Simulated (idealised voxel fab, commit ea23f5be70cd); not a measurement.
Process module in this document: voxel transistor to metal
Cross-sectional view cut (width: 160 nm; square cell size: 5 nm).
Each cross-section below is a grid of square cells, stated as bands in top-down order, with one or more rows of cells making up each band.
The entry gives the band's vertical extent as a top height and a bottom height in nm, then its horizontal make-up as materials from left to right, each with a width in nm. "air" stands for empty space; a single material marked "everywhere" fills the band edge to edge.
Ref level 0: as-received wafer is one material below here. Bottom band extends down with no lower bound ("from 0 down").
Graded width ("30..40"): value in top row of band = first number; value in bottom row = second number; row-to-row change constant.
Where the words "nothing different" appear for a step, the cross-section shows no cell changed by that step; every cell remained as before.
Closed-off voids of 8+ cells (no open route to the top) go in "Closed void inventory", written width x height at distance from the left edge, in nm.
On a step's line, text after the settings is the simulator commenting on that step.
overlay nm: right-of-plan distance of the mask on a masked step; negative values mean left-of-plan.

The planned process steps are enumerated hereunder:
| 1 | RECEIVE: material Si |
| 2 | OXIDIZE: depth nm 5 |
| 3 | CONFORMAL_DEP: material SiN, thk nm 10 |
| 4 | DIRECTIONAL_DEP: material aC, thk nm 10 |
| 5 | PATTERN: tone cover, mask id ACTIVE, material resist, width nm 120, thk nm 25, overlay nm 0 |
| 6 | DIRECTIONAL_ETCH: etch materials aC, depth nm 10 |
| 7 | STRIP: etch materials resist |
| 8 | DIRECTIONAL_ETCH: etch materials SiN, depth nm 10 |
| 9 | DIRECTIONAL_ETCH: etch materials SiO2, depth nm 5 |
| 10 | DIRECTIONAL_ETCH: etch materials Si, depth nm 20 |
| 11 | STRIP: etch materials aC |
| 12 | OXIDIZE: depth nm 5 |
| 13 | FILL_DEP: material SiO2, thk nm 5 |
| 14 | CMP: height nm 10 |
| 15 | SELECTIVE_ETCH: etch materials SiO2, depth nm 5 |
| 16 | STRIP: etch materials SiN |
| 17 | SELECTIVE_ETCH: etch materials SiO2, depth nm 5 |
| 18 | OXIDIZE: depth nm 5 |
| 19 | DIRECTIONAL_DEP: material polySi, thk nm 30 |
| 20 | DIRECTIONAL_DEP: material SiCN, thk nm 10 |
| 21 | PATTERN: tone cover, mask id GATE, material resist, width nm 20, thk nm 15, overlay nm 0 |
| 22 | DIRECTIONAL_ETCH: etch materials SiCN, depth nm 20 |
| 23 | DIRECTIONAL_ETCH: etch materials polySi, depth nm 40 |
| 24 | STRIP: etch materials resist |
| 25 | CONFORMAL_DEP: material SiN, thk nm 10 |
| 26 | DIRECTIONAL_ETCH: etch materials SiN, depth nm 10 |
| 27 | DIRECTIONAL_ETCH: etch materials SiO2, depth nm 5 |
| 28 | EPI: material nSi, thk nm 5 |
| 29 | FILL_DEP: material SiO2, thk nm 5 |
| 30 | CMP: height nm 35 |
| 31 | DIRECTIONAL_DEP: material SiO2, thk nm 15 |
| 32 | MASKED_ETCH: tone open, mask id CONTACT, width nm 35, pitch nm 65, etch materials SiO2, depth nm 55, overlay nm 0 |
| 33 | CONFORMAL_DEP: material TiN, thk nm 5 |
| 34 | FILL_DEP: material Ru, thk nm 10 |
| 35 | CMP: height nm 50 |
| 36 | CONFORMAL_DEP: material SiN, thk nm 5 |
| 37 | DIRECTIONAL_DEP: material SiO2, thk nm 25 |
| 38 | DIRECTIONAL_DEP: material aC, thk nm 15 |
| 39 | PATTERN: tone open, mask id METAL_1, material resist, width nm 20, pitch nm 80, thk nm 30, overlay nm 0 |
| 40 | DIRECTIONAL_ETCH: etch materials aC, depth nm 15 |
| 41 | STRIP: etch materials resist |
| 42 | DIRECTIONAL_ETCH: etch materials SiO2, depth nm 25 |
| 43 | DIRECTIONAL_ETCH: etch materials SiN, depth nm 5 |
| 44 | STRIP: etch materials aC |
| 45 | CONFORMAL_DEP: material TiN, thk nm 5 |
| 46 | FILL_DEP: material W, thk nm 5 |
| 47 | CMP: height nm 80 |
| 48 | CONFORMAL_DEP: material SiN, thk nm 5 |

Wafer cross-section on receipt, i.e. after step 1:
* from 0 down = Si everywhere
* Closed void inventory: none

Cross-section, end of module. Start: as above. Plan: as above. Execution: one mistake:
* from 85 to 80 = SiN everywhere
* from 80 to 55 = 25 of W, 5 of TiN, 20 of SiO2, 5 of TiN, 50 of W, 5 of TiN, 20 of SiO2, 5 of TiN, 25 of W
* from 55 to 50 = 30 of TiN, 20 of SiN, 60 of TiN, 20 of SiN, 30 of TiN
* from 50 to 40 = 30 of SiO2, 5 of TiN, 25 of Ru, 5 of TiN, 30 of SiO2, 5 of TiN, 25 of Ru, 5 of TiN, 30 of SiO2
* from 40 to 35 = 30 of SiO2, 5 of TiN, 20 of Ru, 10 of TiN, 30 of SiO2, 10 of TiN, 20 of Ru, 5 of TiN, 30 of SiO2
* from 35 to 25 = 30 of SiO2, 5 of TiN, 20 of Ru, 5 of TiN, 10 of SiN, 20 of SiCN, 10 of SiN, 5 of TiN, 20 of Ru, 5 of TiN, 30 of SiO2
* from 25 to 0 = 30 of SiO2, 5 of TiN, 20 of Ru, 5 of TiN, 10 of SiN, 20 of polySi, 10 of SiN, 5 of TiN, 20 of Ru, 5 of TiN, 30 of SiO2
* from 0 to -5 = 15 of SiO2, 10 of SiN, 5 of SiO2, 30 of TiN, 10 of SiN, 20 of polySi, 10 of SiN, 30 of TiN, 5 of SiO2, 10 of SiN, 15 of SiO2
* from -5 to -10 = 25 of SiO2, 35 of nSi, 40 of SiO2, 35 of nSi, 25 of SiO2
* from -10 to -30 = 25 of SiO2, 110 of Si, 25 of SiO2
* from -30 down = Si everywhere
* Closed void inventory: none
what went wrong: step 39 off recipe, ran as PATTERN: tone cover, mask id METAL_1, material resist, width nm 20, pitch nm 80, thk nm 30, overlay nm 0
